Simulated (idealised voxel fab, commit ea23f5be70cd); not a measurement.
Process module name: voxel tone inversion
Square cell edge 5 nm, section width 240 nm, ID cut.
In this document a cross-section is written as a grid of square cells. It is given as a series of bands, listed from the top down, and a band is one or more rows of cells.
It is stipulated that each band's entry specify, in nanometres, the height of the top of the band and then that of its bottom, followed by the materials of the band in left-to-right sequence, each together with its width in nanometres. A single material marked by the word "full width" is understood to fill the band from edge to edge; the word "blank" is understood to denote empty space.
Convention: height 0 is the level below which the wafer, as received, is all one material. The lowest band does not terminate at the bottom but continues downward, represented as "from 0 down".
You'd read "30->40" like this: the band's top row of cells is as wide as the first number, its bottom row is as wide as the second, and going down, every row changes width by the same amount as the row before did.
Step note "remained the same" = no cross-section cell changed.
So "Enclosed voids" is basically the list of trapped voids: any empty space of 8 cells or more that can't reach the top through an opening. They're written width x height at distance, the distance being from the left edge, and it's all nm.
If you see something after the settings on a step's line, that's the simulator's own remark about that step.
Each step line may optionally specify "overlay nm", which for a step with a mask gives the rightward distance between the mask's planned place and where it lay, a negative value indicating the leftward direction.

### Listed below are the process steps as planned
1 RECEIVE [material Si]
2 CONFORMAL_DEP [material SiCN] [thk nm 5]
3 DIRECTIONAL_DEP [material polySi] [thk nm 20]
4 PATTERN [tone cover] [mask id POSTS] [material resist] [width nm 25] [pitch nm 55] [thk nm 30] [overlay nm -15]
5 DIRECTIONAL_ETCH [etch materials polySi] [depth nm 20]
6 STRIP [etch materials resist]
7 FILL_DEP [material lowk] [thk nm 10]
8 CMP [height nm 25]
9 STRIP [etch materials polySi]
Don't read the plan's overlay nm for step 4 as applying to every wafer: that's the first wafer's value, and the wafers differ in it, though they all start identical.

### Cross-section of the first of several wafers on receipt, reflecting completion of step 1
	from 0 down  Si full width
	Enclosed voids: none

### What follows is a table in which each wafer occupies a row; for the wafer as it stands at the close of the module, the row states, material by material, how many cells have been gained (+) or lost (-) since receipt, and then gives its closed voids
overlay nm -15 | +48 SiCN | +132 lowk | Enclosed voids: none
overlay nm -10 | +48 SiCN | +132 lowk | Enclosed voids: none
overlay nm -5 | +48 SiCN | +132 lowk | Enclosed voids: none
overlay nm 0 | +48 SiCN | +132 lowk | Enclosed voids: none
overlay nm 5 | +48 SiCN | +132 lowk | Enclosed voids: none
overlay nm 10 | +48 SiCN | +132 lowk | Enclosed voids: none
overlay nm 15 | +48 SiCN | +132 lowk | Enclosed voids: none
